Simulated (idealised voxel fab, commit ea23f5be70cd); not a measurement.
You're looking at the process module voxel trench capacitor.
Cross-sectional view cut (width: 295 nm; square cell size: 5 nm).
Cross-section layout: square cells on a grid; listed as bands, top to bottom; a band spans one or more cell rows.
Per band: top height and bottom height in nm, followed by the left-to-right materials and their widths in nm; "edge to edge" marks a single material spanning edge to edge, "air" marks empty space.
Where do heights start? At 0: under that level the wafer as delivered is made of one material only. And the lowest band has no floor; it just carries on downward, as in "top 0, no bottom".
A two-number width, for instance "30..40", indicates that the width is equal to the first number in the top row of the band and to the second number in the bottom row, and that it changes by a constant amount per row of cells.
Where a step carries "nothing was modified", the cross-section came out of it unchanged, cell for cell.
The list in "Unvented internal voids" covers empty spaces of 8 cells or more that cannot reach the top through any open way, and it gives each as width x height at distance; the distance is from the left edge, and width, height and distance are in nm.
Post-settings text on a step line: simulator's own remark regarding the step.
overlay nm: where the mask lay relative to plan, measured to the right, on steps with a mask; negatives go left.

### Here's what the planned process steps look like
1 op RECEIVE | material Si
2 op CONFORMAL_DEP | material SiN | thk nm 5
3 op MASKED_ETCH | tone open | mask id TRENCH | width nm 20 | pitch nm 50 | etch materials SiN | depth nm 5 | overlay nm 0
4 op MASKED_ETCH | tone open | mask id TRENCH | width nm 20 | pitch nm 50 | etch materials Si | depth nm 30 | overlay nm 0
5 op CONFORMAL_DEP | material SiO2 | thk nm 5
6 op FILL_DEP | material polySi | thk nm 10
7 op CMP | height nm 5

### Cross-section of the wafer as it came to us, i.e., already through step 1
> top 0, no bottom = Si edge to edge
> Unvented internal voids: none

### Final wafer profile in cross-section after the module, from the same start and plan as above, with one mistake made during processing
> top 5, bottom 0 = SiN 85 / SiO2 5 / polySi 10 / SiO2 5 / SiN 30 / SiO2 5 / polySi 10 / SiO2 5 / SiN 30 / SiO2 5 / polySi 10 / SiO2 5 / SiN 90
> top 0, bottom -55 = Si 85 / SiO2 5 / polySi 10 / SiO2 5 / Si 30 / SiO2 5 / polySi 10 / SiO2 5 / Si 30 / SiO2 5 / polySi 10 / SiO2 5 / Si 90
> top -55, bottom -60 = Si 85 / SiO2 20 / Si 30 / SiO2 20 / Si 30 / SiO2 20 / Si 90
> top -60, no bottom = Si edge to edge
> Unvented internal voids: none
Diagnosis: step 4 from the plan got run twice
